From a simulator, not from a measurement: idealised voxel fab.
process module | voxel released beams
cross-section cut | 225 nm wide | cells 5 nm
A cross-section is a grid of square cells, given in bands from the top down. A band is one or more rows of cells.
Each band's line starts with the height of the band's top and of its bottom, in nm. Then come its materials from left to right, each with its width in nm. One material with "throughout" fills the band from edge to edge. "air" is empty space.
Height 0 is the level under which the wafer as received is all one material. The lowest band goes on downwards, as in "0 down".
A width such as "30 to 40" changes by the same amount from each row of cells to the next, from the band's top row to its bottom row.
"no change" after a step means that no cell of the cross-section changed.
closed voids: empty space of 8 cells or more with no open way to the top, each as width x height at its distance from the left edge, in nm
after a step's settings: what the simulator itself notes on the step
overlay nm, on a step with a mask: how far to the right of its planned place the mask lay; to the left if negative
plan
1 op RECEIVE | material Si
2 op CONFORMAL_DEP | material SiN | thk nm 5
3 op DIRECTIONAL_DEP | material SiO2 | thk nm 10
4 op DIRECTIONAL_DEP | material aC | thk nm 15
5 op PATTERN | tone open | mask id ANCHOR | material resist | width nm 45 | thk nm 35 | overlay nm 0
6 op DIRECTIONAL_ETCH | etch materials aC | depth nm 15
7 op STRIP | etch materials resist
8 op DIRECTIONAL_ETCH | etch materials SiO2 | depth nm 10
9 op STRIP | etch materials aC
10 op CONFORMAL_DEP | material TiN | thk nm 15
11 op PATTERN | tone cover | mask id BEAM | material resist | width nm 90 | thk nm 20 | overlay nm 0
12 op DIRECTIONAL_ETCH | etch materials TiN | depth nm 15
13 op STRIP | etch materials resist
14 op STRIP | etch materials SiO2
as received, after step 1
  0 down: Si throughout
  closed voids: none
a wafer at the end: this start, this plan, one mistake
  30 to 15: air 65 | TiN 90 | air 70
  15 to 10: SiN throughout
  10 to 0: SiO2 throughout
  0 down: Si throughout
  closed voids: none
what went wrong: steps 2 and 3 were swapped
